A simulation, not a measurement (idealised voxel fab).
voxel capacitor over wiring: a process module
cross-section cut | 190 nm wide | cells 5 nm
Reading order for cross-sections: top band down to bottom band. Underlying form: a grid of square cells. Band size: one or more rows of cells.
It is stipulated that each band's entry specify, in nanometres, the height of the top of the band and then that of its bottom, followed by the materials of the band in left-to-right sequence, each together with its width in nanometres. A single material marked by the word "everywhere" is understood to fill the band from edge to edge; the word "blank" is understood to denote empty space.
All heights in this document are referenced to 0, defined as the level beneath which the wafer, as received, consists entirely of one material. The lowest band is not bounded below; it extends indefinitely downward and is written in the form "0 -> down".
With a width like "30->40", each row of cells in the band differs from the next by the same amount, the top row carrying the first number and the bottom row the second.
What does "remains unaltered" mean for a step? It means no cell of the cross-section changed in that step.
Entry "Enclosed void catalog" = empty spaces >= 8 cells with no open way to the top; each as width x height at distance, distance from left edge, all nm.
Whatever follows a step's settings on its line is a remark the simulator itself makes about that step.
The "overlay nm" setting may appear on a step's line; for a step that uses a mask, it gives how far to the right of its planned position the mask lay, and a negative value indicates the left.

-- Planned step list for the process
1. RECEIVE | material Si
2. CONFORMAL_DEP | material SiO2 | thk nm 15
3. DIRECTIONAL_DEP | material TiN | thk nm 5
4. DIRECTIONAL_DEP | material Ru | thk nm 15
5. PATTERN | tone cover | mask id METAL_1 | material resist | width nm 30 | pitch nm 95 | thk nm 20 | overlay nm 0
6. DIRECTIONAL_ETCH | etch materials Ru | depth nm 15
7. DIRECTIONAL_ETCH | etch materials TiN | depth nm 5
8. STRIP | etch materials resist
9. FILL_DEP | material lowk | thk nm 5
10. CMP | height nm 35
11. CONFORMAL_DEP | material SiCN | thk nm 5
12. DIRECTIONAL_DEP | material SiO2 | thk nm 20
13. DIRECTIONAL_DEP | material aC | thk nm 10
14. PATTERN | tone open | mask id PLUG_1 | material resist | width nm 15 | thk nm 25 | overlay nm 0
15. DIRECTIONAL_ETCH | etch materials aC | depth nm 10
16. STRIP | etch materials resist
17. DIRECTIONAL_ETCH | etch materials SiO2 | depth nm 20
18. DIRECTIONAL_ETCH | etch materials SiCN | depth nm 5
19. STRIP | etch materials aC
20. EPI | material Ru | thk nm 10
21. EPI | material Ru | thk nm 10
22. EPI | material Ru | thk nm 5
23. DIRECTIONAL_DEP | material TiN | thk nm 5
24. DIRECTIONAL_DEP | material Al2O3 | thk nm 5
25. DIRECTIONAL_DEP | material TiN | thk nm 10
26. DIRECTIONAL_DEP | material aC | thk nm 10
27. PATTERN | tone cover | mask id UPPER_PLATE | material resist | width nm 70 | thk nm 25 | overlay nm 0
28. DIRECTIONAL_ETCH | etch materials aC | depth nm 10
29. STRIP | etch materials resist
30. DIRECTIONAL_ETCH | etch materials TiN | depth nm 10
31. DIRECTIONAL_ETCH | etch materials Al2O3 | depth nm 5
32. STRIP | etch materials aC
33. DIRECTIONAL_DEP | material aC | thk nm 15
34. PATTERN | tone cover | mask id LOWER_PLATE | material resist | width nm 80 | thk nm 35 | overlay nm 0
35. DIRECTIONAL_ETCH | etch materials aC | depth nm 15
36. STRIP | etch materials resist
37. DIRECTIONAL_ETCH | etch materials TiN | depth nm 5
38. STRIP | etch materials aC
39. FILL_DEP | material SiO2 | thk nm 15
40. CMP | height nm 90
41. MASKED_ETCH | tone open | mask id PLUG_2 | width nm 15 | etch materials SiO2 | depth nm 10 | overlay nm 0
42. CONFORMAL_DEP | material TiN | thk nm 5
43. FILL_DEP | material W | thk nm 10
44. CMP | height nm 90
45. CONFORMAL_DEP | material SiCN | thk nm 5

-- As received (post step 1): cross-section
- 0 -> down  Si everywhere
- Enclosed void catalog: none

-- Cross-sectional image of the first of two wafers at the end of the module, the run having proceeded as planned
- 95 -> 90  SiCN everywhere
- 90 -> 85  SiO2=55 / TiN=5 / W=5 / TiN=5 / SiO2=120
- 85 -> 80  SiO2=55 / TiN=15 / SiO2=120
- 80 -> 70  SiO2=45 / TiN=70 / SiO2=75
- 70 -> 65  SiO2=45 / Al2O3=70 / SiO2=75
- 65 -> 60  SiO2=40 / TiN=80 / SiO2=70
- 60 -> 40  SiO2=45 / Ru=15 / SiO2=130
- 40 -> 35  SiCN=45 / Ru=15 / SiCN=130
- 35 -> 20  lowk=30 / Ru=30 / lowk=65 / Ru=30 / lowk=35
- 20 -> 15  lowk=30 / TiN=30 / lowk=65 / TiN=30 / lowk=35
- 15 -> 0  SiO2 everywhere
- 0 -> down  Si everywhere
- Enclosed void catalog: none

-- So this is wafer number two of the two, cut at the end of the module - it started where the first did and had the same plan, we just got one thing wrong running it
- 95 -> 90  SiCN everywhere
- 90 -> 85  SiO2=55 / TiN=5 / W=5 / TiN=5 / SiO2=120
- 85 -> 80  SiO2=55 / TiN=15 / SiO2=120
- 80 -> 70  SiO2=45 / TiN=70 / SiO2=75
- 70 -> 65  SiO2=45 / Al2O3=70 / SiO2=75
- 65 -> 60  SiO2=40 / TiN=80 / SiO2=70
- 60 -> 40  SiO2=35 / Ru=15 / SiO2=140
- 40 -> 35  SiCN=35 / Ru=15 / SiCN=140
- 35 -> 20  lowk=30 / Ru=30 / lowk=65 / Ru=30 / lowk=35
- 20 -> 15  lowk=30 / TiN=30 / lowk=65 / TiN=30 / lowk=35
- 15 -> 0  SiO2 everywhere
- 0 -> down  Si everywhere
- Enclosed void catalog: none
Which mistake was made when the wafer was run? heads up, step 14 didn't go per plan, it actually ran as PATTERN | tone open | mask id PLUG_1 | material resist | width nm 15 | thk nm 25 | overlay nm -10
In the final comparison it is observed that the number of cells assigned to each material is identical for the two wafers, whereas their placement is not.
